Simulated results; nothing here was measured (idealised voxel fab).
You're looking at the process module voxel wiring stack.
Section cut is 240 nm wide and gridded with 5 nm square cells.
Reading order for cross-sections: top band down to bottom band. Underlying form: a grid of square cells. Band size: one or more rows of cells. Basically the band line says how high the top is and how high the bottom is, in nm, and then what's in it from left to right, every material with its width in nm. Empty space shows up as "air", and if a single material carries "everywhere" it runs the full band edge to edge. Height datum 0, below which the as-received substrate wafer is one material. Lowest band open at the bottom, running downward: "0 and below". The two numbers in a width such as "30 to 40" mark its ends across the band: the first belongs to the top row of cells, the second to the bottom row, and from each row to the next the width moves by the same amount. A step reported as "all unchanged" is a step in which no cell of the cross-section changed. "Sealed internal cavities" means: voids of 8 cells or more that are shut off from the top with no open way through. Written width x height at distance, distance from the left edge, in nm. Step line, after settings: the simulator's comment on this step. The "overlay nm" setting may appear on a step's line; for a step that uses a mask, it gives how far to the right of its planned position the mask lay, and a negative value indicates the left.
So here's the lineup of process steps we planned:
1,RECEIVE (material Si)
2,CONFORMAL_DEP (material SiO2; thk nm 10)
3,DIRECTIONAL_DEP (material TiN; thk nm 5)
4,DIRECTIONAL_DEP (material Ru; thk nm 15)
5,DIRECTIONAL_DEP (material aC; thk nm 10)
6,PATTERN (tone cover; mask id METAL_1; material resist; width nm 20; pitch nm 50; thk nm 30; overlay nm 0)
7,DIRECTIONAL_ETCH (etch materials aC; depth nm 10)
8,STRIP (etch materials resist)
9,DIRECTIONAL_ETCH (etch materials Ru; depth nm 15)
10,DIRECTIONAL_ETCH (etch materials TiN; depth nm 5)
11,STRIP (etch materials aC)
12,CONFORMAL_DEP (material SiN; thk nm 5)
13,FILL_DEP (material SiO2; thk nm 10)
14,CMP (height nm 30)
15,CONFORMAL_DEP (material SiCN; thk nm 5)
16,DIRECTIONAL_DEP (material lowk; thk nm 10)
17,PATTERN (tone open; mask id PLUG_1; material resist; width nm 15; pitch nm 50; thk nm 15; overlay nm 0)
18,DIRECTIONAL_ETCH (etch materials lowk; depth nm 10)
19,DIRECTIONAL_ETCH (etch materials SiCN; depth nm 5)
20,STRIP (etch materials resist)
21,EPI (material Ru; thk nm 10)
22,EPI (material Ru; thk nm 5)
23,CONFORMAL_DEP (material SiN; thk nm 5)
24,DIRECTIONAL_DEP (material SiO2; thk nm 20)
25,PATTERN (tone open; mask id METAL_2; material resist; width nm 20; pitch nm 50; thk nm 15; overlay nm 0)
26,DIRECTIONAL_ETCH (etch materials SiO2; depth nm 20)
27,DIRECTIONAL_ETCH (etch materials SiN; depth nm 5)
28,STRIP (etch materials resist)
29,CONFORMAL_DEP (material TiN; thk nm 5)
30,FILL_DEP (material Cu; thk nm 5)
31,CMP (height nm 70)
32,EPI (material Ru; thk nm 5)
33,FILL_DEP (material SiCN; thk nm 5)
34,DIRECTIONAL_DEP (material SiO2; thk nm 15)
35,MASKED_ETCH (tone open; mask id PLUG_2; width nm 15; pitch nm 50; etch materials SiO2; depth nm 15; overlay nm 0)
36,MASKED_ETCH (tone open; mask id PLUG_2; width nm 15; pitch nm 50; etch materials SiCN; depth nm 5; overlay nm 0)
37,EPI (material Ru; thk nm 10)
38,EPI (material Ru; thk nm 10)
39,DIRECTIONAL_DEP (material TiN; thk nm 5)
40,DIRECTIONAL_DEP (material Ru; thk nm 25)
41,MASKED_ETCH (tone cover; mask id METAL_3; width nm 20; pitch nm 50; etch materials Ru; depth nm 25; overlay nm 0)
42,MASKED_ETCH (tone cover; mask id METAL_3; width nm 20; pitch nm 50; etch materials TiN; depth nm 5; overlay nm 0)
43,FILL_DEP (material lowk; thk nm 5)
44,CMP (height nm 125)
45,CONFORMAL_DEP (material SiN; thk nm 5)
As-received wafer cross-section (after step 1):
    0 and below: Si everywhere
    Sealed internal cavities: none
Same starting wafer, same plan as above, one mistake in the execution; this is the cross-section at the end of the module:
    130 down to 125: SiN everywhere
    125 down to 100: 60 lowk, then 20 Ru, then 30 lowk, then 20 Ru, then 30 lowk, then 20 Ru, then 60 lowk
    100 down to 95: 60 lowk, then 20 TiN, then 30 lowk, then 20 TiN, then 30 lowk, then 20 TiN, then 60 lowk
    95 down to 90: 55 lowk, then 25 Ru, then 25 lowk, then 25 Ru, then 25 lowk, then 25 Ru, then 60 lowk
    90 down to 85: 55 lowk, then 5 SiO2, then 15 Ru, then 10 SiO2, then 20 lowk, then 5 SiO2, then 15 Ru, then 10 SiO2, then 20 lowk, then 5 SiO2, then 15 Ru, then 10 SiO2, then 55 lowk
    85 down to 75: 60 SiO2, then 15 Ru, then 35 SiO2, then 15 Ru, then 35 SiO2, then 15 Ru, then 65 SiO2
    75 down to 70: 55 SiO2, then 30 Ru, then 20 SiO2, then 30 Ru, then 20 SiO2, then 30 Ru, then 55 SiO2
    70 down to 50: 60 SiO2, then 5 TiN, then 10 Cu, then 5 TiN, then 30 SiO2, then 5 TiN, then 10 Cu, then 5 TiN, then 30 SiO2, then 5 TiN, then 10 Cu, then 5 TiN, then 60 SiO2
    50 down to 45: 60 SiN, then 20 TiN, then 30 SiN, then 20 TiN, then 30 SiN, then 20 TiN, then 60 SiN
    45 down to 35: 60 lowk, then 15 Ru, then 35 lowk, then 15 Ru, then 35 lowk, then 15 Ru, then 65 lowk
    35 down to 30: 60 SiCN, then 15 Ru, then 35 SiCN, then 15 Ru, then 35 SiCN, then 15 Ru, then 65 SiCN
    30 down to 15: 55 SiO2, then 5 SiN, then 20 Ru, then 5 SiN, then 20 SiO2, then 5 SiN, then 20 Ru, then 5 SiN, then 20 SiO2, then 5 SiN, then 20 Ru, then 5 SiN, then 55 SiO2
    15 down to 10: 60 SiN, then 20 TiN, then 30 SiN, then 20 TiN, then 30 SiN, then 20 TiN, then 60 SiN
    10 down to 0: SiO2 everywhere
    0 and below: Si everywhere
    Sealed internal cavities: none
Error vs. plan: step 33 of the plan got skipped, so it never ran
